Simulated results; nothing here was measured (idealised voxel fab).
The process module that follows is named voxel double patterning.
FYI the section here is cut, 190 nm wide, cells are 5 nm squares.
A cross-section in this document is a grid of square cells, and it is written down as bands, the top band listed before the ones below it; a band is made up of one or more rows of cells. The entry gives the band's vertical extent as a top height and a bottom height in nm, then its horizontal make-up as materials from left to right, each with a width in nm. "blank" stands for empty space; a single material marked "everywhere" fills the band edge to edge. Height reference: 0 = level under which incoming wafer is all one material. Lowest band: no bottom, runs on downward, e.g. "0 -> down". A width such as "30->40" changes by the same amount from each row of cells to the next, from the band's top row to its bottom row. Key: "all unchanged" - step with no changed cell in the cross-section. Reported under the label "Catalogued sealed voids" are the empty spaces having no open way to the top and comprising 8 cells or more; the notation for each is width x height at distance, in which the distance is measured from the left edge and all three values are in nm. after a step's settings: what the simulator itself notes on the step. You can add "overlay nm" to a step's line. For a step with a mask, it describes how far the mask lay to the right of its planned position, and a negative number describes a lay to the left.

LIST OF PLANNED PROCESS STEPS
step 1: RECEIVE,material Si
step 2: CONFORMAL_DEP,material SiO2,thk nm 5
step 3: DIRECTIONAL_DEP,material polySi,thk nm 10
step 4: DIRECTIONAL_DEP,material SiCN,thk nm 5
step 5: DIRECTIONAL_DEP,material aC,thk nm 5
step 6: PATTERN,tone open,mask id FIRST,material resist,width nm 15,pitch nm 50,thk nm 35,overlay nm 0
step 7: DIRECTIONAL_ETCH,etch materials aC,depth nm 15
step 8: STRIP,etch materials resist
step 9: DIRECTIONAL_ETCH,etch materials SiCN,depth nm 5
step 10: STRIP,etch materials aC
step 11: MASKED_ETCH,tone open,mask id SECOND,width nm 15,pitch nm 50,etch materials SiCN,depth nm 5,overlay nm 0
step 12: DIRECTIONAL_ETCH,etch materials polySi,depth nm 10
step 13: STRIP,etch materials SiCN
Across this set of wafers, the varied parameter is the thk nm of step 5. Starting conditions are identical for every wafer, and the plan reports the value assigned to the first wafer.

RECEIVED CONDITION OF THE FIRST OF SEVERAL WAFERS, SECTIONED: POST-STEP 1
	0 -> down = Si everywhere
	Catalogued sealed voids: none

SHOWN IN CROSS-SECTION: THE FIRST OF SEVERAL WAFERS AT THE END OF THE MODULE, AFTER ITS LAST STEP, STEP 13
	15 -> 5 = polySi 35 / blank 15 / polySi 10 / blank 15 / polySi 10 / blank 15 / polySi 10 / blank 15 / polySi 10 / blank 15 / polySi 40
	5 -> 0 = SiO2 everywhere
	0 -> down = Si everywhere
	Catalogued sealed voids: none

THE FINAL WAFER, SECTIONED AT MODULE END
	15 -> 5 = polySi 60 / blank 15 / polySi 35 / blank 15 / polySi 65
	5 -> 0 = SiO2 everywhere
	0 -> down = Si everywhere
	Catalogued sealed voids: none

PER WAFER (ROW), END OF MODULE: DELTA IN CELLS PER MATERIAL SINCE RECEIPT, (+) FOR GAINED, (-) FOR LOST; CLOSED VOIDS AFTER THAT
thk nm 5 | +38 SiO2 | +46 polySi | Catalogued sealed voids: none
thk nm 10 | +38 SiO2 | +46 polySi | Catalogued sealed voids: none
thk nm 15 | +38 SiO2 | +46 polySi | Catalogued sealed voids: none
thk nm 20 | +38 SiO2 | +64 polySi | Catalogued sealed voids: none
thk nm 25 | +38 SiO2 | +64 polySi | Catalogued sealed voids: none
thk nm 30 | +38 SiO2 | +64 polySi | Catalogued sealed voids: none
